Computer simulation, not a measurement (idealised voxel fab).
process module | voxel capacitor over wiring
235 nm wide, 5 nm square cells: that's cross-section cut.
If you're reading a cross-section in this doc, picture square cells in a grid; it comes to you as bands, top ones listed first down to the bottom, and a band can be one or more rows of cells.
Basically the band line says how high the top is and how high the bottom is, in nm, and then what's in it from left to right, every material with its width in nm. Empty space shows up as "air", and if a single material carries "edge to edge" it runs the full band edge to edge.
Where do heights start? At 0: under that level the wafer as delivered is made of one material only. And the lowest band has no floor; it just carries on downward, as in "0..down".
So if you see something like "30..40" for the width, read it as the top row of the band sitting at the first number and the bottom row at the second, with every row in between moving by the same amount as the last.
Step note "no alteration" = no cross-section cell changed.
What "Closed internal cavities" gives you is every empty space of 8 cells or more that is cut off from the top. Each appears as width x height at distance, with the distance taken from the left edge and width, height and distance all in nm.
That trailing text on a step's line, after the settings, is the simulator's own remark on the step.
A step's line can hold "overlay nm"; with a mask on that step, the setting says how far right of the planned place the mask lay, while a negative setting says it lay to the left.

[Process steps foreseen in the plan]
step 1: RECEIVE with material Si
step 2: CONFORMAL_DEP with material SiO2, thk nm 5
step 3: CONFORMAL_DEP with material SiCN, thk nm 5
step 4: DIRECTIONAL_DEP with material SiO2, thk nm 15
step 5: DIRECTIONAL_DEP with material aC, thk nm 10
step 6: PATTERN with tone open, mask id METAL_1, material resist, width nm 30, pitch nm 95, thk nm 25, overlay nm 0
step 7: DIRECTIONAL_ETCH with etch materials aC, depth nm 10
step 8: STRIP with etch materials resist
step 9: DIRECTIONAL_ETCH with etch materials SiO2, depth nm 15
step 10: DIRECTIONAL_ETCH with etch materials SiCN, depth nm 5
step 11: STRIP with etch materials aC
step 12: CONFORMAL_DEP with material TiN, thk nm 5
step 13: FILL_DEP with material Cu, thk nm 5
step 14: CMP with height nm 35
step 15: CONFORMAL_DEP with material SiCN, thk nm 5
step 16: DIRECTIONAL_DEP with material SiO2, thk nm 15
step 17: MASKED_ETCH with tone open, mask id PLUG_1, width nm 15, etch materials SiO2, depth nm 15, overlay nm 0
step 18: MASKED_ETCH with tone open, mask id PLUG_1, width nm 15, etch materials SiCN, depth nm 5, overlay nm 0
step 19: CONFORMAL_DEP with material TiN, thk nm 5
step 20: FILL_DEP with material Cu, thk nm 10
step 21: CMP with height nm 55
step 22: DIRECTIONAL_DEP with material TiN, thk nm 10
step 23: DIRECTIONAL_DEP with material SiN, thk nm 5
step 24: DIRECTIONAL_DEP with material TiN, thk nm 5
step 25: PATTERN with tone cover, mask id UPPER_PLATE, material resist, width nm 70, thk nm 20, overlay nm 0
step 26: DIRECTIONAL_ETCH with etch materials TiN, depth nm 5
step 27: DIRECTIONAL_ETCH with etch materials SiN, depth nm 5
step 28: STRIP with etch materials resist
step 29: PATTERN with tone cover, mask id LOWER_PLATE, material resist, width nm 80, thk nm 20, overlay nm 0
step 30: DIRECTIONAL_ETCH with etch materials TiN, depth nm 10
step 31: STRIP with etch materials resist
step 32: FILL_DEP with material SiO2, thk nm 20
step 33: CMP with height nm 90
step 34: DIRECTIONAL_DEP with material aC, thk nm 10
step 35: PATTERN with tone open, mask id PLUG_2, material resist, width nm 15, thk nm 30, overlay nm 0
step 36: DIRECTIONAL_ETCH with etch materials aC, depth nm 10
step 37: STRIP with etch materials resist
step 38: DIRECTIONAL_ETCH with etch materials SiO2, depth nm 15
step 39: STRIP with etch materials aC
step 40: CONFORMAL_DEP with material TiN, thk nm 5
step 41: FILL_DEP with material Ru, thk nm 10
step 42: CMP with height nm 90
step 43: CONFORMAL_DEP with material SiCN, thk nm 5
The value of thk nm given for step 2 in the plan refers to the first wafer; the wafers vary in this setting and are alike at the start.

[Cross-section: the first of several wafers in its as-received state, i.e. following step 1]
    0..down  Si edge to edge
    Closed internal cavities: none

[Rows = wafers. At module end, each row lists per material the cells gained (+) or lost (-) since the wafer was received, then the closed voids]
thk nm 5, +82 Cu, +2 Ru, +126 SiCN, +14 SiN, +544 SiO2, +125 TiN, Closed internal cavities: none
thk nm 10, +35 Cu, +2 Ru, +126 SiCN, +14 SiN, +591 SiO2, +125 TiN, Closed internal cavities: none
thk nm 15, +27 Cu, +2 Ru, +126 SiCN, +14 SiN, +638 SiO2, +86 TiN, Closed internal cavities: none
thk nm 20, +19 Cu, +2 Ru, +126 SiCN, +14 SiN, +650 SiO2, +82 TiN, Closed internal cavities: none
thk nm 25, +11 Cu, +2 Ru, +126 SiCN, +14 SiN, +662 SiO2, +78 TiN, Closed internal cavities: none
thk nm 30, +3 Cu, +2 Ru, +126 SiCN, +14 SiN, +674 SiO2, +74 TiN, Closed internal cavities: none
